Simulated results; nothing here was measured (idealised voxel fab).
The following is a process module called voxel wiring stack.
The cross-section shown here is cut; it is 180 nm wide and divided into square cells measuring 5 nm on a side.
In what follows, cross-sections appear as grids of square cells, described through bands that run from the top down, where every band is one or more rows of cells. Top, bottom (nm), then materials left to right with widths (nm); lone material tagged "edge to edge" fills the whole band edge to edge; "air" = empty space. Zero point of the height axis is 0; under it, received wafer = one material. Lowest band: continues down indefinitely, "from 0 down". Read "30->40" as a graded width: first number on top, second number at the bottom, same change between each pair of neighbouring rows. "nothing changed" (step): cross-section cells unchanged, all of them. "Enclosed void listing": empty spaces of 8 cells or more with no open way to the top, each given as width x height at distance, distance from the left edge, all in nm. Step line, after settings: the simulator's comment on this step. overlay nm: on a step with a mask, how far right of its planned place the mask lay; negative means left.
# The process steps that were planned are listed below
| 1 | RECEIVE [material Si] |
| 2 | CONFORMAL_DEP [material SiO2] [thk nm 15] |
| 3 | DIRECTIONAL_DEP [material TiN] [thk nm 5] |
| 4 | DIRECTIONAL_DEP [material W] [thk nm 20] |
| 5 | DIRECTIONAL_DEP [material aC] [thk nm 15] |
| 6 | PATTERN [tone cover] [mask id METAL_1] [material resist] [width nm 30] [pitch nm 50] [thk nm 30] [overlay nm 0] |
| 7 | DIRECTIONAL_ETCH [etch materials aC] [depth nm 15] |
| 8 | STRIP [etch materials resist] |
| 9 | DIRECTIONAL_ETCH [etch materials W] [depth nm 20] |
| 10 | DIRECTIONAL_ETCH [etch materials TiN] [depth nm 5] |
| 11 | STRIP [etch materials aC] |
| 12 | CONFORMAL_DEP [material SiCN] [thk nm 5] |
| 13 | FILL_DEP [material lowk] [thk nm 10] |
| 14 | CMP [height nm 40] |
| 15 | CONFORMAL_DEP [material SiCN] [thk nm 5] |
| 16 | DIRECTIONAL_DEP [material lowk] [thk nm 30] |
| 17 | DIRECTIONAL_DEP [material aC] [thk nm 15] |
| 18 | PATTERN [tone open] [mask id METAL_2_HOLES] [material resist] [width nm 15] [pitch nm 50] [thk nm 35] [overlay nm 0] |
| 19 | DIRECTIONAL_ETCH [etch materials aC] [depth nm 15] |
| 20 | STRIP [etch materials resist] |
| 21 | DIRECTIONAL_ETCH [etch materials lowk] [depth nm 30] |
| 22 | STRIP [etch materials aC] |
| 23 | MASKED_ETCH [tone open] [mask id METAL_2] [width nm 30] [pitch nm 50] [etch materials lowk] [depth nm 15] [overlay nm 0] |
| 24 | MASKED_ETCH [tone open] [mask id METAL_2] [width nm 30] [pitch nm 50] [etch materials SiCN] [depth nm 5] [overlay nm 0] |
| 25 | CONFORMAL_DEP [material TiN] [thk nm 5] |
| 26 | FILL_DEP [material Cu] [thk nm 5] |
| 27 | CMP [height nm 75] |
| 28 | CONFORMAL_DEP [material SiCN] [thk nm 5] |
| 29 | DIRECTIONAL_DEP [material SiO2] [thk nm 20] |
| 30 | DIRECTIONAL_DEP [material aC] [thk nm 15] |
| 31 | PATTERN [tone open] [mask id PLUG_2] [material resist] [width nm 15] [pitch nm 100] [thk nm 30] [overlay nm 0] |
| 32 | DIRECTIONAL_ETCH [etch materials aC] [depth nm 15] |
| 33 | STRIP [etch materials resist] |
| 34 | DIRECTIONAL_ETCH [etch materials SiO2] [depth nm 20] |
| 35 | DIRECTIONAL_ETCH [etch materials SiCN] [depth nm 5] |
| 36 | STRIP [etch materials aC] |
| 37 | CONFORMAL_DEP [material TiN] [thk nm 5] |
| 38 | FILL_DEP [material W] [thk nm 10] |
| 39 | CMP [height nm 100] |
| 40 | CONFORMAL_DEP [material SiN] [thk nm 5] |
| 41 | DIRECTIONAL_DEP [material SiO2] [thk nm 25] |
| 42 | DIRECTIONAL_DEP [material aC] [thk nm 10] |
| 43 | PATTERN [tone open] [mask id METAL_3] [material resist] [width nm 30] [pitch nm 50] [thk nm 25] [overlay nm 0] |
| 44 | DIRECTIONAL_ETCH [etch materials aC] [depth nm 10] |
| 45 | STRIP [etch materials resist] |
| 46 | DIRECTIONAL_ETCH [etch materials SiO2] [depth nm 25] |
| 47 | DIRECTIONAL_ETCH [etch materials SiN] [depth nm 5] |
| 48 | STRIP [etch materials aC] |
| 49 | CONFORMAL_DEP [material TiN] [thk nm 5] |
| 50 | FILL_DEP [material Cu] [thk nm 5] |
| 51 | CMP [height nm 130] |
| 52 | EPI [material Ru] [thk nm 5] |
| 53 | FILL_DEP [material SiCN] [thk nm 5] |
| 54 | DIRECTIONAL_DEP [material SiO2] [thk nm 15] |
| 55 | MASKED_ETCH [tone open] [mask id PLUG_3] [width nm 15] [pitch nm 50] [etch materials SiO2] [depth nm 15] [overlay nm 0] |
| 56 | MASKED_ETCH [tone open] [mask id PLUG_3] [width nm 15] [pitch nm 50] [etch materials SiCN] [depth nm 5] [overlay nm 0] |
| 57 | CONFORMAL_DEP [material TiN] [thk nm 5] |
| 58 | FILL_DEP [material Cu] [thk nm 10] |
| 59 | CMP [height nm 155] |
| 60 | CONFORMAL_DEP [material SiN] [thk nm 5] |
| 61 | DIRECTIONAL_DEP [material lowk] [thk nm 20] |
| 62 | PATTERN [tone open] [mask id METAL_4] [material resist] [width nm 30] [pitch nm 50] [thk nm 15] [overlay nm 0] |
| 63 | DIRECTIONAL_ETCH [etch materials lowk] [depth nm 20] |
| 64 | DIRECTIONAL_ETCH [etch materials SiN] [depth nm 5] |
| 65 | STRIP [etch materials resist] |
| 66 | CONFORMAL_DEP [material TiN] [thk nm 5] |
| 67 | FILL_DEP [material W] [thk nm 10] |
| 68 | CMP [height nm 180] |
| 69 | CONFORMAL_DEP [material SiCN] [thk nm 5] |
# As-received wafer cross-section (after step 1)
	from 0 down  Si edge to edge
	Enclosed void listing: none
# Cross-sectional image of the first of two wafers at the end of the module, the run having proceeded as planned
	from 185 to 180  SiCN edge to edge
	from 180 to 160  25 lowk, 5 TiN, 20 W, 5 TiN, 20 lowk, 5 TiN, 20 W, 5 TiN, 20 lowk, 5 TiN, 20 W, 5 TiN, 25 lowk
	from 160 to 155  25 SiN, 30 TiN, 20 SiN, 30 TiN, 20 SiN, 30 TiN, 25 SiN
	from 155 to 140  25 SiO2, 5 TiN, 5 Cu, 5 TiN, 35 SiO2, 5 TiN, 5 Cu, 5 TiN, 35 SiO2, 5 TiN, 5 Cu, 5 TiN, 40 SiO2
	from 140 to 135  25 SiCN, 15 TiN, 35 SiCN, 15 TiN, 35 SiCN, 15 TiN, 40 SiCN
	from 135 to 130  20 SiCN, 40 Ru, 10 SiCN, 40 Ru, 10 SiCN, 40 Ru, 20 SiCN
	from 130 to 105  25 SiO2, 5 TiN, 20 Cu, 5 TiN, 20 SiO2, 5 TiN, 20 Cu, 5 TiN, 20 SiO2, 5 TiN, 20 Cu, 5 TiN, 25 SiO2
	from 105 to 100  25 SiN, 30 TiN, 20 SiN, 30 TiN, 20 SiN, 30 TiN, 25 SiN
	from 100 to 80  25 SiO2, 5 TiN, 5 W, 5 TiN, 85 SiO2, 5 TiN, 5 W, 5 TiN, 40 SiO2
	from 80 to 75  25 SiCN, 15 TiN, 85 SiCN, 15 TiN, 40 SiCN
	from 75 to 65  25 lowk, 5 TiN, 20 Cu, 5 TiN, 20 lowk, 5 TiN, 20 Cu, 5 TiN, 20 lowk, 5 TiN, 20 Cu, 5 TiN, 25 lowk
	from 65 to 60  25 lowk, 5 TiN, 5 Cu, 20 TiN, 20 lowk, 5 TiN, 5 Cu, 20 TiN, 20 lowk, 5 TiN, 5 Cu, 20 TiN, 25 lowk
	from 60 to 45  25 lowk, 5 TiN, 5 Cu, 5 TiN, 35 lowk, 5 TiN, 5 Cu, 5 TiN, 35 lowk, 5 TiN, 5 Cu, 5 TiN, 40 lowk
	from 45 to 40  25 SiCN, 15 TiN, 35 SiCN, 15 TiN, 35 SiCN, 15 TiN, 40 SiCN
	from 40 to 20  20 lowk, 5 SiCN, 30 W, 5 SiCN, 10 lowk, 5 SiCN, 30 W, 5 SiCN, 10 lowk, 5 SiCN, 30 W, 5 SiCN, 20 lowk
	from 20 to 15  25 SiCN, 30 TiN, 20 SiCN, 30 TiN, 20 SiCN, 30 TiN, 25 SiCN
	from 15 to 0  SiO2 edge to edge
	from 0 down  Si edge to edge
	Enclosed void listing: none
# Second wafer cross-section at end of module - shared start and plan with the first, one mistake in the run
	from 185 to 180  SiCN edge to edge
	from 180 to 160  25 lowk, 5 TiN, 20 W, 5 TiN, 20 lowk, 5 TiN, 20 W, 5 TiN, 20 lowk, 5 TiN, 20 W, 5 TiN, 25 lowk
	from 160 to 155  25 SiN, 30 TiN, 20 SiN, 30 TiN, 20 SiN, 30 TiN, 25 SiN
	from 155 to 145  30 SiO2, 5 TiN, 5 Cu, 5 TiN, 35 SiO2, 5 TiN, 5 Cu, 5 TiN, 35 SiO2, 5 TiN, 5 Cu, 5 TiN, 35 SiO2
	from 145 to 140  30 SiO2, 15 TiN, 35 SiO2, 15 TiN, 35 SiO2, 15 TiN, 35 SiO2
	from 140 to 135  30 SiCN, 10 TiN, 40 SiCN, 10 TiN, 40 SiCN, 10 TiN, 40 SiCN
	from 135 to 130  20 SiCN, 40 Ru, 10 SiCN, 40 Ru, 10 SiCN, 40 Ru, 20 SiCN
	from 130 to 105  25 SiO2, 5 TiN, 20 Cu, 5 TiN, 20 SiO2, 5 TiN, 20 Cu, 5 TiN, 20 SiO2, 5 TiN, 20 Cu, 5 TiN, 25 SiO2
	from 105 to 100  25 SiN, 30 TiN, 20 SiN, 30 TiN, 20 SiN, 30 TiN, 25 SiN
	from 100 to 80  25 SiO2, 5 TiN, 5 W, 5 TiN, 85 SiO2, 5 TiN, 5 W, 5 TiN, 40 SiO2
	from 80 to 75  25 SiCN, 15 TiN, 85 SiCN, 15 TiN, 40 SiCN
	from 75 to 65  25 lowk, 5 TiN, 20 Cu, 5 TiN, 20 lowk, 5 TiN, 20 Cu, 5 TiN, 20 lowk, 5 TiN, 20 Cu, 5 TiN, 25 lowk
	from 65 to 60  25 lowk, 5 TiN, 5 Cu, 20 TiN, 20 lowk, 5 TiN, 5 Cu, 20 TiN, 20 lowk, 5 TiN, 5 Cu, 20 TiN, 25 lowk
	from 60 to 45  25 lowk, 5 TiN, 5 Cu, 5 TiN, 35 lowk, 5 TiN, 5 Cu, 5 TiN, 35 lowk, 5 TiN, 5 Cu, 5 TiN, 40 lowk
	from 45 to 40  25 SiCN, 15 TiN, 35 SiCN, 15 TiN, 35 SiCN, 15 TiN, 40 SiCN
	from 40 to 20  20 lowk, 5 SiCN, 30 W, 5 SiCN, 10 lowk, 5 SiCN, 30 W, 5 SiCN, 10 lowk, 5 SiCN, 30 W, 5 SiCN, 20 lowk
	from 20 to 15  25 SiCN, 30 TiN, 20 SiCN, 30 TiN, 20 SiCN, 30 TiN, 25 SiCN
	from 15 to 0  SiO2 edge to edge
	from 0 down  Si edge to edge
	Enclosed void listing: none
Deviation from plan: heads up, step 55 didn't go per plan, it actually ran as MASKED_ETCH [tone open] [mask id PLUG_3] [width nm 15] [pitch nm 50] [etch materials SiO2] [depth nm 15] [overlay nm 5]
at the end the second wafer has, in cells: 3 fewer of Cu, 3 more of SiCN
